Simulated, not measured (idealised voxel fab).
Module name: voxel fin reveal (process module)
In the cross-section labelled cut, the width is 215 nm and each square cell is 5 nm.
A cross-section in this document is a grid of square cells, and it is written down as bands, the top band listed before the ones below it; a band is made up of one or more rows of cells.
For a band, the entry starts with two heights in nm, that of the top and then that of the bottom, and carries on with the band's materials in order from left to right, each alongside its width in nm; the word "all across" beside a single material means it fills the band edge to edge, and "empty" means empty space.
Counting heights begins at 0, where everything beneath is, in the wafer as received, one material. The lowest band has no bottom; it goes on downwards, as "0 and below" shows.
You'd read "30->40" like this: the band's top row of cells is as wide as the first number, its bottom row is as wide as the second, and going down, every row changes width by the same amount as the row before did.
The designation "no alterations made", where it is given for a processing step, indicates that no cell of the cross-section was altered in the course of that step.
So "Closed void catalog" is basically the list of trapped voids: any empty space of 8 cells or more that can't reach the top through an opening. They're written width x height at distance, the distance being from the left edge, and it's all nm.
Read whatever lies past the settings on a step's line as the simulator's own remark about the step.
What "overlay nm" on a step's line means: if the step has a mask, that mask lay this far to the right of its planned place, or, when the value is negative, to the left.
This section lists the process steps that were planned
1 RECEIVE: material Si
2 CONFORMAL_DEP: material SiN, thk nm 5
3 DIRECTIONAL_DEP: material aC, thk nm 15
4 PATTERN: tone cover, mask id FINS, material resist, width nm 15, pitch nm 40, thk nm 35, overlay nm 0
5 DIRECTIONAL_ETCH: etch materials aC, depth nm 15
6 STRIP: etch materials resist
7 DIRECTIONAL_ETCH: etch materials SiN, depth nm 5
8 DIRECTIONAL_ETCH: etch materials Si, depth nm 40
9 STRIP: etch materials aC
10 OXIDIZE: depth nm 5
11 FILL_DEP: material SiO2, thk nm 10
12 CMP: height nm 5
13 SELECTIVE_ETCH: etch materials SiO2, depth nm 15
14 STRIP: etch materials SiN
15 CONFORMAL_DEP: material HfO2, thk nm 5
Run as planned: first of two wafers
Wafer at receipt (post step 1), cross-section
- 0 and below  Si all across
- Closed void catalog: none
Once step 2 is through, the wafer looks like this in cross-section
- 5 down to 0  SiN all across
- Beneath the level 0, the cross-section is identical to its previous state.
Once step 3 is through, the wafer looks like this in cross-section
- 20 down to 5  aC all across
- Beneath the level 5, the cross-section is identical to its previous state.
Once step 4 is through, the wafer looks like this in cross-section
- 55 down to 20  empty: 60, resist: 15, empty: 25, resist: 15, empty: 25, resist: 15, empty: 60
- Beneath the level 20, the cross-section is identical to its previous state.
Once step 5 is through, the wafer looks like this in cross-section
- 40 down to 20  empty: 60, resist: 15, empty: 25, resist: 15, empty: 25, resist: 15, empty: 60
- 20 down to 5  empty: 60, aC: 15, empty: 25, aC: 15, empty: 25, aC: 15, empty: 60
- Beneath the level 5, the cross-section is identical to its previous state.
Once step 6 is through, the wafer looks like this in cross-section
- 20 down to 5  empty: 60, aC: 15, empty: 25, aC: 15, empty: 25, aC: 15, empty: 60
- Beneath the level 5, the cross-section is identical to its previous state.
Once step 7 is through, the wafer looks like this in cross-section
- 20 down to 5  empty: 60, aC: 15, empty: 25, aC: 15, empty: 25, aC: 15, empty: 60
- 5 down to 0  empty: 60, SiN: 15, empty: 25, SiN: 15, empty: 25, SiN: 15, empty: 60
- Beneath the level 0, the cross-section is identical to its previous state.
Once step 8 is through, the wafer looks like this in cross-section
- 20 down to 5  empty: 60, aC: 15, empty: 25, aC: 15, empty: 25, aC: 15, empty: 60
- 5 down to 0  empty: 60, SiN: 15, empty: 25, SiN: 15, empty: 25, SiN: 15, empty: 60
- 0 down to -40  empty: 60, Si: 15, empty: 25, Si: 15, empty: 25, Si: 15, empty: 60
- Beneath the level -40, the cross-section is identical to its previous state.
Once step 9 is through, the wafer looks like this in cross-section
- 5 down to 0  empty: 60, SiN: 15, empty: 25, SiN: 15, empty: 25, SiN: 15, empty: 60
- Beneath the level 0, the cross-section is identical to its previous state.
Once step 10 is through, the wafer looks like this in cross-section
- 5 down to 0  empty: 60, SiN: 15, empty: 25, SiN: 15, empty: 25, SiN: 15, empty: 60
- 0 down to -40  empty: 60, SiO2: 5, Si: 5, SiO2: 5, empty: 25, SiO2: 5, Si: 5, SiO2: 5, empty: 25, SiO2: 5, Si: 5, SiO2: 5, empty: 60
- -40 down to -45  SiO2: 65, Si: 5, SiO2: 35, Si: 5, SiO2: 35, Si: 5, SiO2: 65
- Beneath the level -45, the cross-section is identical to its previous state.
Once step 11 is through, the wafer looks like this in cross-section
- 15 down to 5  SiO2 all across
- 5 down to 0  SiO2: 60, SiN: 15, SiO2: 25, SiN: 15, SiO2: 25, SiN: 15, SiO2: 60
- 0 down to -45  SiO2: 65, Si: 5, SiO2: 35, Si: 5, SiO2: 35, Si: 5, SiO2: 65
- Beneath the level -45, the cross-section is identical to its previous state.
Once step 12 is through, the wafer looks like this in cross-section
- 5 down to 0  SiO2: 60, SiN: 15, SiO2: 25, SiN: 15, SiO2: 25, SiN: 15, SiO2: 60
- Beneath the level 0, the cross-section is identical to its previous state.
Once step 13 is through, the wafer looks like this in cross-section
- 5 down to 0  empty: 60, SiN: 15, empty: 25, SiN: 15, empty: 25, SiN: 15, empty: 60
- 0 down to -10  empty: 65, Si: 5, empty: 35, Si: 5, empty: 35, Si: 5, empty: 65
- Beneath the level -10, the cross-section is identical to its previous state.
Once step 14 is through, the wafer looks like this in cross-section
- 0 down to -10  empty: 65, Si: 5, empty: 35, Si: 5, empty: 35, Si: 5, empty: 65
- Beneath the level -10, the cross-section is identical to its previous state.
Once step 15 is through, the wafer looks like this in cross-section
- 5 down to 0  empty: 60, HfO2: 15, empty: 25, HfO2: 15, empty: 25, HfO2: 15, empty: 60
- 0 down to -5  empty: 60, HfO2: 5, Si: 5, HfO2: 5, empty: 25, HfO2: 5, Si: 5, HfO2: 5, empty: 25, HfO2: 5, Si: 5, HfO2: 5, empty: 60
- -5 down to -10  HfO2: 65, Si: 5, HfO2: 35, Si: 5, HfO2: 35, Si: 5, HfO2: 65
- Beneath the level -10, the cross-section is identical to its previous state.
Regarding the second of the two wafers: it shared the first wafer's starting condition and process plan, yet one error occurred during its execution. Its history coincides with that of the first wafer up to and including step 14
Planned end of step 15: second wafer, cross-section: no alterations made
Here's what went sideways: plan step 15: skipped, not run
End check, counted in cells, second wafer has more or fewer of these materials than the first: -55 HfO2
